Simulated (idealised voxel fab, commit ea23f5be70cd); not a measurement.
Process module under the name voxel released beams
Displayed cross-section: cut, width of 300 nm, square cells sized 5 nm.
Throughout this document, each cross-section is represented as a grid of square cells and is presented as a sequence of bands enumerated from the top downward, where a band comprises one or more rows of cells.
Band entry format. Leading values: height of top, height of bottom, nm. Remainder: materials in left-to-right order, each with its width in nm. Special words: "full width" on a single material, which then fills the band edge to edge; "air", empty space.
Measure heights from 0. That's the level where, below it, the as-received wafer is all one material. The lowest band is bottomless and extends downward; write it as in "0 -> down".
Top row gets the first number, bottom row gets the second, and each row in between changes by the same step: that is how a band width like "30->40" works.
Take "nothing different" at face value: in the step it is given for, the cross-section changed in none of its cells.
So "Trapped void list" is basically the list of trapped voids: any empty space of 8 cells or more that can't reach the top through an opening. They're written width x height at distance, the distance being from the left edge, and it's all nm.
Post-settings text on a step line: simulator's own remark regarding the step.
The optional step-line setting "overlay nm" applies to steps with a mask and quantifies how far to the right of its planned location the mask lay, a negative value indicating leftward placement.
[The steps planned for the process are as follows]
step 1: op RECEIVE | material Si
step 2: op CONFORMAL_DEP | material Al2O3 | thk nm 10
step 3: op DIRECTIONAL_DEP | material SiO2 | thk nm 10
step 4: op DIRECTIONAL_DEP | material aC | thk nm 10
step 5: op PATTERN | tone open | mask id ANCHOR | material resist | width nm 40 | thk nm 25 | overlay nm -15
step 6: op DIRECTIONAL_ETCH | etch materials aC | depth nm 10
step 7: op STRIP | etch materials resist
step 8: op DIRECTIONAL_ETCH | etch materials SiO2 | depth nm 10
step 9: op STRIP | etch materials aC
step 10: op CONFORMAL_DEP | material SiN | thk nm 15
step 11: op DIRECTIONAL_DEP | material aC | thk nm 15
step 12: op PATTERN | tone cover | mask id BEAM | material resist | width nm 100 | thk nm 30 | overlay nm 0
step 13: op DIRECTIONAL_ETCH | etch materials aC | depth nm 15
step 14: op STRIP | etch materials resist
step 15: op DIRECTIONAL_ETCH | etch materials SiN | depth nm 15
step 16: op STRIP | etch materials aC
step 17: op STRIP | etch materials SiO2
Every wafer here starts from the same state; it is the step 5 overlay nm that distinguishes them, and the value the plan gives belongs to the first wafer.
[The as-received cross-section of the first of several wafers corresponds to the state after step 1]
* 0 -> down | Si full width
* Trapped void list: none
[Every row in this table is a wafer at the end of the module, and it gives, for each of the materials, the cells that wafer has gained (+) or lost (-) since it was received, then its closed voids]
overlay nm -15 | +120 Al2O3 | +72 SiN | Trapped void list: none
overlay nm -10 | +120 Al2O3 | +72 SiN | Trapped void list: none
overlay nm -5 | +120 Al2O3 | +72 SiN | Trapped void list: none
overlay nm 0 | +120 Al2O3 | +72 SiN | Trapped void list: none
overlay nm 5 | +120 Al2O3 | +72 SiN | Trapped void list: none
overlay nm 10 | +120 Al2O3 | +72 SiN | Trapped void list: none
overlay nm 15 | +120 Al2O3 | +72 SiN | Trapped void list: none
